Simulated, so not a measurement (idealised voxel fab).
Module name: voxel self aligned contacts (process module)
Shown is cross-section cut, with a width of 200 nm and square cells of size 5 nm.
Think of the cross-section as a grid of square cells. We describe it in bands, top to bottom, and each band covers one or more rows of those cells.
Each band's line starts with the height of the band's top and of its bottom, in nm. Then come its materials from left to right, each with its width in nm. One material with "all across" fills the band from edge to edge. "blank" is empty space.
Heads up on the height convention: 0 is the point under which the incoming wafer is all one material, and the lowest band has no bottom, it just keeps going down, like "0 down".
A two-number width, for instance "30->40", indicates that the width is equal to the first number in the top row of the band and to the second number in the bottom row, and that it changes by a constant amount per row of cells.
The designation "no modifications", where it is given for a processing step, indicates that no cell of the cross-section was altered in the course of that step.
"Closed cavity list" - sealed voids, min. 8 cells, no opening to top; format: width x height at distance (distance from left edge; nm throughout).
The remark found on a step's line after its settings is issued by the simulator itself and pertains to that step.
"overlay nm", when on a step's line for a step with a mask, measures how far to the right of its planned place the mask lay; a negative measure means to the left.
Each of the pairs that make up the rest of this document says: here is the cross-section before one process step, here is the cross-section after it, drawn only down to the lowest band that changed, and here, under the pair, is the step lying between them with its settings. Different pairs may come from different runs of this module on the same starting wafer, so a pair continues from the pair above it only where its entry headed "Pre-step profile" says so.

PRE-STEP PROFILE
    80 to 65: 55 nm blank | 25 nm aC | 35 nm blank | 25 nm aC | 60 nm blank
    65 to 45: 55 nm blank | 25 nm SiN | 35 nm blank | 25 nm SiN | 60 nm blank
    45 to 35: SiN all across
    35 to 5: polySi all across
    5 to 0: SiO2 all across
    0 down: Si all across
    Closed cavity list: none

AFTER THE STEP
    65 to 45: 55 nm blank | 25 nm SiN | 35 nm blank | 25 nm SiN | 60 nm blank
    Nothing below the height 45 has changed.
    Closed cavity list: none
Operation between the pre and post cross-sections above: op STRIP | etch materials aC

Pre-step profile: Please consult the pair immediately above; the cross-section it shows after its step is the state before this step.

AFTER THE STEP
    75 to 55: 45 nm blank | 45 nm SiN | 15 nm blank | 45 nm SiN | 50 nm blank
    55 to 35: SiN all across
    Nothing below the height 35 has changed.
    Closed cavity list: none
Operation between the pre and post cross-sections above: op CONFORMAL_DEP | material SiN | thk nm 10

Pre-step profile: Please consult the pair immediately above; the cross-section it shows after its step is the state before this step.

AFTER THE STEP
    65 to 45: 45 nm blank | 45 nm SiN | 15 nm blank | 45 nm SiN | 50 nm blank
    Nothing below the height 45 has changed.
    Closed cavity list: none
Operation between the pre and post cross-sections above: op DIRECTIONAL_ETCH | etch materials SiN | depth nm 10

Pre-step profile: Please consult the pair immediately above; the cross-section it shows after its step is the state before this step.

AFTER THE STEP
    80 to 65: SiO2 all across
    65 to 45: 45 nm SiO2 | 45 nm SiN | 15 nm SiO2 | 45 nm SiN | 50 nm SiO2
    Nothing below the height 45 has changed.
    Closed cavity list: none
Operation between the pre and post cross-sections above: op FILL_DEP | material SiO2 | thk nm 15

Pre-step profile: Please consult the pair immediately above; the cross-section it shows after its step is the state before this step.

AFTER THE STEP
    60 to 45: 45 nm SiO2 | 45 nm SiN | 15 nm SiO2 | 45 nm SiN | 50 nm SiO2
    Nothing below the height 45 has changed.
    Closed cavity list: none
Operation between the pre and post cross-sections above: op CMP | height nm 60

Pre-step profile: Please consult the pair immediately above; the cross-section it shows after its step is the state before this step.

AFTER THE STEP
    60 to 45: 45 nm SiO2 | 45 nm SiN | 15 nm blank | 45 nm SiN | 50 nm SiO2
    Nothing below the height 45 has changed.
    Closed cavity list: none
Operation between the pre and post cross-sections above: op MASKED_ETCH | tone open | mask id CONTACT | width nm 45 | etch materials SiO2 | depth nm 60 | overlay nm 0

Pre-step profile: Please consult the pair immediately above; the cross-section it shows after its step is the state before this step.

AFTER THE STEP
    65 to 60: 95 nm TiN | 5 nm blank | 100 nm TiN
    60 to 50: 45 nm SiO2 | 45 nm SiN | 5 nm TiN | 5 nm blank | 5 nm TiN | 45 nm SiN | 50 nm SiO2
    50 to 45: 45 nm SiO2 | 45 nm SiN | 15 nm TiN | 45 nm SiN | 50 nm SiO2
    Nothing below the height 45 has changed.
    Closed cavity list: none
Operation between the pre and post cross-sections above: op CONFORMAL_DEP | material TiN | thk nm 5

Pre-step profile: Please consult the pair immediately above; the cross-section it shows after its step is the state before this step.

AFTER THE STEP
    70 to 65: Ru all across
    65 to 60: 95 nm TiN | 5 nm Ru | 100 nm TiN
    60 to 50: 45 nm SiO2 | 45 nm SiN | 5 nm TiN | 5 nm Ru | 5 nm TiN | 45 nm SiN | 50 nm SiO2
    Nothing below the height 50 has changed.
    Closed cavity list: none
Operation between the pre and post cross-sections above: op FILL_DEP | material Ru | thk nm 5

Pre-step profile: Please consult the pair immediately above; the cross-section it shows after its step is the state before this step.

AFTER THE STEP
    60 to 50: 45 nm SiO2 | 45 nm SiN | 5 nm TiN | 5 nm Ru | 5 nm TiN | 45 nm SiN | 50 nm SiO2
    Nothing below the height 50 has changed.
    Closed cavity list: none
Operation between the pre and post cross-sections above: op CMP | height nm 60

Pre-step profile: Please consult the pair immediately above; the cross-section it shows after its step is the state before this step.

AFTER THE STEP
    65 to 60: SiN all across
    Nothing below the height 60 has changed.
    Closed cavity list: none
Operation between the pre and post cross-sections above: op CONFORMAL_DEP | material SiN | thk nm 5

PRE-STEP PROFILE
    70 to 55: aC all across
    55 to 35: SiN all across
    35 to 5: polySi all across
    5 to 0: SiO2 all across
    0 down: Si all across
    Closed cavity list: none

AFTER THE STEP
    100 to 70: 60 nm blank | 20 nm resist | 40 nm blank | 20 nm resist | 60 nm blank
    Nothing below the height 70 has changed.
    Closed cavity list: none
Operation between the pre and post cross-sections above: op PATTERN | tone cover | mask id GATE | material resist | width nm 20 | pitch nm 60 | thk nm 30 | overlay nm 0

Pre-step profile: Please consult the pair immediately above; the cross-section it shows after its step is the state before this step.

AFTER THE STEP
    85 to 70: 60 nm blank | 20 nm resist | 40 nm blank | 20 nm resist | 60 nm blank
    70 to 55: 60 nm blank | 20 nm aC | 40 nm blank | 20 nm aC | 60 nm blank
    Nothing below the height 55 has changed.
    Closed cavity list: none
Operation between the pre and post cross-sections above: op DIRECTIONAL_ETCH | etch materials aC | depth nm 15

Pre-step profile: Please consult the pair immediately above; the cross-section it shows after its step is the state before this step.

AFTER THE STEP
    70 to 55: 60 nm blank | 20 nm aC | 40 nm blank | 20 nm aC | 60 nm blank
    Nothing below the height 55 has changed.
    Closed cavity list: none
Operation between the pre and post cross-sections above: op STRIP | etch materials resist

Pre-step profile: Please consult the pair immediately above; the cross-section it shows after its step is the state before this step.

AFTER THE STEP
    70 to 55: 60 nm blank | 20 nm aC | 40 nm blank | 20 nm aC | 60 nm blank
    55 to 35: 60 nm blank | 20 nm SiN | 40 nm blank | 20 nm SiN | 60 nm blank
    Nothing below the height 35 has changed.
    Closed cavity list: none
Operation between the pre and post cross-sections above: op DIRECTIONAL_ETCH | etch materials SiN | depth nm 20

Pre-step profile: Please consult the pair immediately above; the cross-section it shows after its step is the state before this step.

AFTER THE STEP
    70 to 55: 60 nm blank | 20 nm aC | 40 nm blank | 20 nm aC | 60 nm blank
    55 to 35: 60 nm blank | 20 nm SiN | 40 nm blank | 20 nm SiN | 60 nm blank
    35 to 5: 60 nm blank | 20 nm polySi | 40 nm blank | 20 nm polySi | 60 nm blank
    Nothing below the height 5 has changed.
    Closed cavity list: none
Operation between the pre and post cross-sections above: op DIRECTIONAL_ETCH | etch materials polySi | depth nm 30

Pre-step profile: Please consult the pair immediately above; the cross-section it shows after its step is the state before this step.

AFTER THE STEP
    55 to 35: 60 nm blank | 20 nm SiN | 40 nm blank | 20 nm SiN | 60 nm blank
    Nothing below the height 35 has changed.
    Closed cavity list: none
Operation between the pre and post cross-sections above: op STRIP | etch materials aC

Pre-step profile: Please consult the pair immediately above; the cross-section it shows after its step is the state before this step.

AFTER THE STEP
    65 to 35: 50 nm blank | 40 nm SiN | 20 nm blank | 40 nm SiN | 50 nm blank
    35 to 15: 50 nm blank | 10 nm SiN | 20 nm polySi | 10 nm SiN | 20 nm blank | 10 nm SiN | 20 nm polySi | 10 nm SiN | 50 nm blank
    15 to 5: 60 nm SiN | 20 nm polySi | 40 nm SiN | 20 nm polySi | 60 nm SiN
    Nothing below the height 5 has changed.
    Closed cavity list: none
Operation between the pre and post cross-sections above: op CONFORMAL_DEP | material SiN | thk nm 10

Pre-step profile: Please consult the pair immediately above; the cross-section it shows after its step is the state before this step.

AFTER THE STEP
    55 to 35: 50 nm blank | 40 nm SiN | 20 nm blank | 40 nm SiN | 50 nm blank
    35 to 5: 50 nm blank | 10 nm SiN | 20 nm polySi | 10 nm SiN | 20 nm blank | 10 nm SiN | 20 nm polySi | 10 nm SiN | 50 nm blank
    Nothing below the height 5 has changed.
    Closed cavity list: none
Operation between the pre and post cross-sections above: op DIRECTIONAL_ETCH | etch materials SiN | depth nm 10

Pre-step profile: Please consult the pair immediately above; the cross-section it shows after its step is the state before this step.

AFTER THE STEP
    70 to 55: SiO2 all across
    55 to 35: 50 nm SiO2 | 40 nm SiN | 20 nm SiO2 | 40 nm SiN | 50 nm SiO2
    35 to 5: 50 nm SiO2 | 10 nm SiN | 20 nm polySi | 10 nm SiN | 20 nm SiO2 | 10 nm SiN | 20 nm polySi | 10 nm SiN | 50 nm SiO2
    Nothing below the height 5 has changed.
    Closed cavity list: none
Operation between the pre and post cross-sections above: op FILL_DEP | material SiO2 | thk nm 15

Pre-step profile: Please consult the pair immediately above; the cross-section it shows after its step is the state before this step.

AFTER THE STEP
    60 to 55: SiO2 all across
    Nothing below the height 55 has changed.
    Closed cavity list: none
Operation between the pre and post cross-sections above: op CMP | height nm 60

Pre-step profile: Please consult the pair immediately above; the cross-section it shows after its step is the state before this step.

AFTER THE STEP
    60 to 55: 75 nm SiO2 | 45 nm blank | 80 nm SiO2
    55 to 35: 50 nm SiO2 | 40 nm SiN | 20 nm blank | 40 nm SiN | 50 nm SiO2
    35 to 5: 50 nm SiO2 | 10 nm SiN | 20 nm polySi | 10 nm SiN | 20 nm blank | 10 nm SiN | 20 nm polySi | 10 nm SiN | 50 nm SiO2
    5 to 0: 90 nm SiO2 | 20 nm blank | 90 nm SiO2
    Nothing below the height 0 has changed.
    Closed cavity list: none
Operation between the pre and post cross-sections above: op MASKED_ETCH | tone open | mask id CONTACT | width nm 45 | etch materials SiO2 | depth nm 60 | overlay nm 0

Pre-step profile: Please consult the pair immediately above; the cross-section it shows after its step is the state before this step.

AFTER THE STEP
    65 to 60: 80 nm TiN | 35 nm blank | 85 nm TiN
    60 to 55: 75 nm SiO2 | 20 nm TiN | 10 nm blank | 15 nm TiN | 80 nm SiO2
    55 to 35: 50 nm SiO2 | 40 nm SiN | 5 nm TiN | 10 nm blank | 5 nm TiN | 40 nm SiN | 50 nm SiO2
    35 to 5: 50 nm SiO2 | 10 nm SiN | 20 nm polySi | 10 nm SiN | 5 nm TiN | 10 nm blank | 5 nm TiN | 10 nm SiN | 20 nm polySi | 10 nm SiN | 50 nm SiO2
    5 to 0: 90 nm SiO2 | 20 nm TiN | 90 nm SiO2
    Nothing below the height 0 has changed.
    Closed cavity list: none
Operation between the pre and post cross-sections above: op CONFORMAL_DEP | material TiN | thk nm 5

Pre-step profile: Please consult the pair immediately above; the cross-section it shows after its step is the state before this step.

AFTER THE STEP
    70 to 65: Ru all across
    65 to 60: 80 nm TiN | 35 nm Ru | 85 nm TiN
    60 to 55: 75 nm SiO2 | 20 nm TiN | 10 nm Ru | 15 nm TiN | 80 nm SiO2
    55 to 35: 50 nm SiO2 | 40 nm SiN | 5 nm TiN | 10 nm Ru | 5 nm TiN | 40 nm SiN | 50 nm SiO2
    35 to 5: 50 nm SiO2 | 10 nm SiN | 20 nm polySi | 10 nm SiN | 5 nm TiN | 10 nm Ru | 5 nm TiN | 10 nm SiN | 20 nm polySi | 10 nm SiN | 50 nm SiO2
    Nothing below the height 5 has changed.
    Closed cavity list: none
Operation between the pre and post cross-sections above: op FILL_DEP | material Ru | thk nm 5

Pre-step profile: Please consult the pair immediately above; the cross-section it shows after its step is the state before this step.

AFTER THE STEP
    60 to 55: 75 nm SiO2 | 20 nm TiN | 10 nm Ru | 15 nm TiN | 80 nm SiO2
    Nothing below the height 55 has changed.
    Closed cavity list: none
Operation between the pre and post cross-sections above: op CMP | height nm 60

Pre-step profile: Please consult the pair immediately above; the cross-section it shows after its step is the state before this step.

AFTER THE STEP
    65 to 60: SiN all across
    Nothing below the height 60 has changed.
    Closed cavity list: none
Operation between the pre and post cross-sections above: op CONFORMAL_DEP | material SiN | thk nm 5

PRE-STEP PROFILE
    60 to 55: SiO2 all across
    55 to 35: 45 nm SiO2 | 45 nm SiN | 15 nm SiO2 | 45 nm SiN | 50 nm SiO2
    35 to 5: 45 nm SiO2 | 10 nm SiN | 25 nm polySi | 10 nm SiN | 15 nm SiO2 | 10 nm SiN | 25 nm polySi | 10 nm SiN | 50 nm SiO2
    5 to 0: SiO2 all across
    0 down: Si all across
    Closed cavity list: none

AFTER THE STEP
    60 to 55: 70 nm SiO2 | 45 nm blank | 85 nm SiO2
    55 to 35: 45 nm SiO2 | 45 nm SiN | 15 nm blank | 45 nm SiN | 50 nm SiO2
    35 to 5: 45 nm SiO2 | 10 nm SiN | 25 nm polySi | 10 nm SiN | 15 nm blank | 10 nm SiN | 25 nm polySi | 10 nm SiN | 50 nm SiO2
    5 to 0: 90 nm SiO2 | 15 nm blank | 95 nm SiO2
    Nothing below the height 0 has changed.
    Closed cavity list: none
Operation between the pre and post cross-sections above: op MASKED_ETCH | tone open | mask id CONTACT | width nm 45 | etch materials SiO2 | depth nm 60 | overlay nm -5

Pre-step profile: Please consult the pair immediately above; the cross-section it shows after its step is the state before this step.

AFTER THE STEP
    65 to 60: 75 nm TiN | 35 nm blank | 90 nm TiN
    60 to 55: 70 nm SiO2 | 25 nm TiN | 5 nm blank | 15 nm TiN | 85 nm SiO2
    55 to 35: 45 nm SiO2 | 45 nm SiN | 5 nm TiN | 5 nm blank | 5 nm TiN | 45 nm SiN | 50 nm SiO2
    35 to 5: 45 nm SiO2 | 10 nm SiN | 25 nm polySi | 10 nm SiN | 5 nm TiN | 5 nm blank | 5 nm TiN | 10 nm SiN | 25 nm polySi | 10 nm SiN | 50 nm SiO2
    5 to 0: 90 nm SiO2 | 15 nm TiN | 95 nm SiO2
    Nothing below the height 0 has changed.
    Closed cavity list: none
Operation between the pre and post cross-sections above: op CONFORMAL_DEP | material TiN | thk nm 5

Pre-step profile: Please consult the pair immediately above; the cross-section it shows after its step is the state before this step.

AFTER THE STEP
    70 to 65: Ru all across
    65 to 60: 75 nm TiN | 35 nm Ru | 90 nm TiN
    60 to 55: 70 nm SiO2 | 25 nm TiN | 5 nm Ru | 15 nm TiN | 85 nm SiO2
    55 to 35: 45 nm SiO2 | 45 nm SiN | 5 nm TiN | 5 nm Ru | 5 nm TiN | 45 nm SiN | 50 nm SiO2
    35 to 5: 45 nm SiO2 | 10 nm SiN | 25 nm polySi | 10 nm SiN | 5 nm TiN | 5 nm Ru | 5 nm TiN | 10 nm SiN | 25 nm polySi | 10 nm SiN | 50 nm SiO2
    Nothing below the height 5 has changed.
    Closed cavity list: none
Operation between the pre and post cross-sections above: op FILL_DEP | material Ru | thk nm 5

Pre-step profile: Please consult the pair immediately above; the cross-section it shows after its step is the state before this step.

AFTER THE STEP
    60 to 55: 70 nm SiO2 | 25 nm TiN | 5 nm Ru | 15 nm TiN | 85 nm SiO2
    Nothing below the height 55 has changed.
    Closed cavity list: none
Operation between the pre and post cross-sections above: op CMP | height nm 60

Pre-step profile: Please consult the pair immediately above; the cross-section it shows after its step is the state before this step.

AFTER THE STEP
    65 to 60: SiN all across
    Nothing below the height 60 has changed.
    Closed cavity list: none
Operation between the pre and post cross-sections above: op CONFORMAL_DEP | material SiN | thk nm 5

PRE-STEP PROFILE
    5 to 0: SiO2 all across
    0 down: Si all across
    Closed cavity list: none

AFTER THE STEP
    35 to 5: TiN all across
    Nothing below the height 5 has changed.
    Closed cavity list: none
Operation between the pre and post cross-sections above: op DIRECTIONAL_DEP | material TiN | thk nm 30

Pre-step profile: Please consult the pair immediately above; the cross-section it shows after its step is the state before this step.

AFTER THE STEP
    55 to 35: SiN all across
    Nothing below the height 35 has changed.
    Closed cavity list: none
Operation between the pre and post cross-sections above: op DIRECTIONAL_DEP | material SiN | thk nm 20

Pre-step profile: Please consult the pair immediately above; the cross-section it shows after its step is the state before this step.

AFTER THE STEP
    70 to 55: aC all across
    Nothing below the height 55 has changed.
    Closed cavity list: none
Operation between the pre and post cross-sections above: op DIRECTIONAL_DEP | material aC | thk nm 15

Pre-step profile: Please consult the pair immediately above; the cross-section it shows after its step is the state before this step.

AFTER THE STEP
    100 to 70: 55 nm blank | 25 nm resist | 35 nm blank | 25 nm resist | 60 nm blank
    Nothing below the height 70 has changed.
    Closed cavity list: none
Operation between the pre and post cross-sections above: op PATTERN | tone cover | mask id GATE | material resist | width nm 25 | pitch nm 60 | thk nm 30 | overlay nm 0

Pre-step profile: Please consult the pair immediately above; the cross-section it shows after its step is the state before this step.

AFTER THE STEP
    85 to 70: 55 nm blank | 25 nm resist | 35 nm blank | 25 nm resist | 60 nm blank
    70 to 55: 55 nm blank | 25 nm aC | 35 nm blank | 25 nm aC | 60 nm blank
    Nothing below the height 55 has changed.
    Closed cavity list: none
Operation between the pre and post cross-sections above: op DIRECTIONAL_ETCH | etch materials aC | depth nm 15

Pre-step profile: Please consult the pair immediately above; the cross-section it shows after its step is the state before this step.

AFTER THE STEP
    70 to 55: 55 nm blank | 25 nm aC | 35 nm blank | 25 nm aC | 60 nm blank
    Nothing below the height 55 has changed.
    Closed cavity list: none
Operation between the pre and post cross-sections above: op STRIP | etch materials resist

Pre-step profile: Please consult the pair immediately above; the cross-section it shows after its step is the state before this step.

AFTER THE STEP
    70 to 55: 55 nm blank | 25 nm aC | 35 nm blank | 25 nm aC | 60 nm blank
    55 to 35: 55 nm blank | 25 nm SiN | 35 nm blank | 25 nm SiN | 60 nm blank
    Nothing below the height 35 has changed.
    Closed cavity list: none
Operation between the pre and post cross-sections above: op DIRECTIONAL_ETCH | etch materials SiN | depth nm 20

Pre-step profile: Please consult the pair immediately above; the cross-section it shows after its step is the state before this step.

AFTER THE STEP
    55 to 35: 55 nm blank | 25 nm SiN | 35 nm blank | 25 nm SiN | 60 nm blank
    Nothing below the height 35 has changed.
    Closed cavity list: none
Operation between the pre and post cross-sections above: op STRIP | etch materials aC

Pre-step profile: Please consult the pair immediately above; the cross-section it shows after its step is the state before this step.

AFTER THE STEP
    65 to 45: 45 nm blank | 45 nm SiN | 15 nm blank | 45 nm SiN | 50 nm blank
    45 to 35: SiN all across
    Nothing below the height 35 has changed.
    Closed cavity list: none
Operation between the pre and post cross-sections above: op CONFORMAL_DEP | material SiN | thk nm 10

Pre-step profile: Please consult the pair immediately above; the cross-section it shows after its step is the state before this step.

AFTER THE STEP
    55 to 35: 45 nm blank | 45 nm SiN | 15 nm blank | 45 nm SiN | 50 nm blank
    Nothing below the height 35 has changed.
    Closed cavity list: none
Operation between the pre and post cross-sections above: op DIRECTIONAL_ETCH | etch materials SiN | depth nm 10

Pre-step profile: Please consult the pair immediately above; the cross-section it shows after its step is the state before this step.

AFTER THE STEP
    70 to 55: SiO2 all across
    55 to 35: 45 nm SiO2 | 45 nm SiN | 15 nm SiO2 | 45 nm SiN | 50 nm SiO2
    Nothing below the height 35 has changed.
    Closed cavity list: none
Operation between the pre and post cross-sections above: op FILL_DEP | material SiO2 | thk nm 15

Pre-step profile: Please consult the pair immediately above; the cross-section it shows after its step is the state before this step.

AFTER THE STEP
    60 to 55: SiO2 all across
    Nothing below the height 55 has changed.
    Closed cavity list: none
Operation between the pre and post cross-sections above: op CMP | height nm 60

Pre-step profile: Please consult the pair immediately above; the cross-section it shows after its step is the state before this step.

AFTER THE STEP
    60 to 55: 75 nm SiO2 | 45 nm blank | 80 nm SiO2
    55 to 35: 45 nm SiO2 | 45 nm SiN | 15 nm blank | 45 nm SiN | 50 nm SiO2
    Nothing below the height 35 has changed.
    Closed cavity list: none
Operation between the pre and post cross-sections above: op MASKED_ETCH | tone open | mask id CONTACT | width nm 45 | etch materials SiO2 | depth nm 60 | overlay nm 0

Pre-step profile: Please consult the pair immediately above; the cross-section it shows after its step is the state before this step.

AFTER THE STEP
    65 to 60: 80 nm TiN | 35 nm blank | 85 nm TiN
    60 to 55: 75 nm SiO2 | 20 nm TiN | 5 nm blank | 20 nm TiN | 80 nm SiO2
    55 to 40: 45 nm SiO2 | 45 nm SiN | 5 nm TiN | 5 nm blank | 5 nm TiN | 45 nm SiN | 50 nm SiO2
    40 to 35: 45 nm SiO2 | 45 nm SiN | 15 nm TiN | 45 nm SiN | 50 nm SiO2
    Nothing below the height 35 has changed.
    Closed cavity list: none
Operation between the pre and post cross-sections above: op CONFORMAL_DEP | material TiN | thk nm 5

Pre-step profile: Please consult the pair immediately above; the cross-section it shows after its step is the state before this step.

AFTER THE STEP
    70 to 65: Ru all across
    65 to 60: 80 nm TiN | 35 nm Ru | 85 nm TiN
    60 to 55: 75 nm SiO2 | 20 nm TiN | 5 nm Ru | 20 nm TiN | 80 nm SiO2
    55 to 40: 45 nm SiO2 | 45 nm SiN | 5 nm TiN | 5 nm Ru | 5 nm TiN | 45 nm SiN | 50 nm SiO2
    Nothing below the height 40 has changed.
    Closed cavity list: none
Operation between the pre and post cross-sections above: op FILL_DEP | material Ru | thk nm 5

Pre-step profile: Please consult the pair immediately above; the cross-section it shows after its step is the state before this step.

AFTER THE STEP
    60 to 55: 75 nm SiO2 | 20 nm TiN | 5 nm Ru | 20 nm TiN | 80 nm SiO2
    Nothing below the height 55 has changed.
    Closed cavity list: none
Operation between the pre and post cross-sections above: op CMP | height nm 60

Pre-step profile: Please consult the pair immediately above; the cross-section it shows after its step is the state before this step.

AFTER THE STEP
    65 to 60: SiN all across
    Nothing below the height 60 has changed.
    Closed cavity list: none
Operation between the pre and post cross-sections above: op CONFORMAL_DEP | material SiN | thk nm 5

PRE-STEP PROFILE
    60 to 55: SiO2 all across
    55 to 35: 45 nm SiO2 | 45 nm SiN | 15 nm SiO2 | 45 nm SiN | 50 nm SiO2
    35 to 5: 45 nm SiO2 | 10 nm SiN | 25 nm polySi | 10 nm SiN | 15 nm SiO2 | 10 nm SiN | 25 nm polySi | 10 nm SiN | 50 nm SiO2
    5 to 0: SiO2 all across
    0 down: Si all across
    Closed cavity list: none

AFTER THE STEP
    60 to 55: 75 nm blank | 45 nm SiO2 | 80 nm blank
    55 to 35: 45 nm blank | 45 nm SiN | 15 nm SiO2 | 45 nm SiN | 50 nm blank
    35 to 5: 45 nm blank | 10 nm SiN | 25 nm polySi | 10 nm SiN | 15 nm SiO2 | 10 nm SiN | 25 nm polySi | 10 nm SiN | 50 nm blank
    5 to 0: 45 nm blank | 105 nm SiO2 | 50 nm blank
    Nothing below the height 0 has changed.
    Closed cavity list: none
Operation between the pre and post cross-sections above: op MASKED_ETCH | tone cover | mask id CONTACT | width nm 45 | etch materials SiO2 | depth nm 60 | overlay nm 0

Pre-step profile: Please consult the pair immediately above; the cross-section it shows after its step is the state before this step.

AFTER THE STEP
    65 to 60: 70 nm blank | 55 nm TiN | 75 nm blank
    60 to 55: 40 nm blank | 35 nm TiN | 45 nm SiO2 | 35 nm TiN | 45 nm blank
    55 to 35: 40 nm blank | 5 nm TiN | 45 nm SiN | 15 nm SiO2 | 45 nm SiN | 5 nm TiN | 45 nm blank
    35 to 5: 40 nm blank | 5 nm TiN | 10 nm SiN | 25 nm polySi | 10 nm SiN | 15 nm SiO2 | 10 nm SiN | 25 nm polySi | 10 nm SiN | 5 nm TiN | 45 nm blank
    5 to 0: 45 nm TiN | 105 nm SiO2 | 50 nm TiN
    Nothing below the height 0 has changed.
    Closed cavity list: none
Operation between the pre and post cross-sections above: op CONFORMAL_DEP | material TiN | thk nm 5

Pre-step profile: Please consult the pair immediately above; the cross-section it shows after its step is the state before this step.

AFTER THE STEP
    70 to 65: Ru all across
    65 to 60: 70 nm Ru | 55 nm TiN | 75 nm Ru
    60 to 55: 40 nm Ru | 35 nm TiN | 45 nm SiO2 | 35 nm TiN | 45 nm Ru
    55 to 35: 40 nm Ru | 5 nm TiN | 45 nm SiN | 15 nm SiO2 | 45 nm SiN | 5 nm TiN | 45 nm Ru
    35 to 5: 40 nm Ru | 5 nm TiN | 10 nm SiN | 25 nm polySi | 10 nm SiN | 15 nm SiO2 | 10 nm SiN | 25 nm polySi | 10 nm SiN | 5 nm TiN | 45 nm Ru
    Nothing below the height 5 has changed.
    Closed cavity list: none
Operation between the pre and post cross-sections above: op FILL_DEP | material Ru | thk nm 5

Pre-step profile: Please consult the pair immediately above; the cross-section it shows after its step is the state before this step.

AFTER THE STEP
    60 to 55: 40 nm Ru | 35 nm TiN | 45 nm SiO2 | 35 nm TiN | 45 nm Ru
    Nothing below the height 55 has changed.
    Closed cavity list: none
Operation between the pre and post cross-sections above: op CMP | height nm 60

Pre-step profile: Please consult the pair immediately above; the cross-section it shows after its step is the state before this step.

AFTER THE STEP
    65 to 60: SiN all across
    Nothing below the height 60 has changed.
    Closed cavity list: none
Operation between the pre and post cross-sections above: op CONFORMAL_DEP | material SiN | thk nm 5
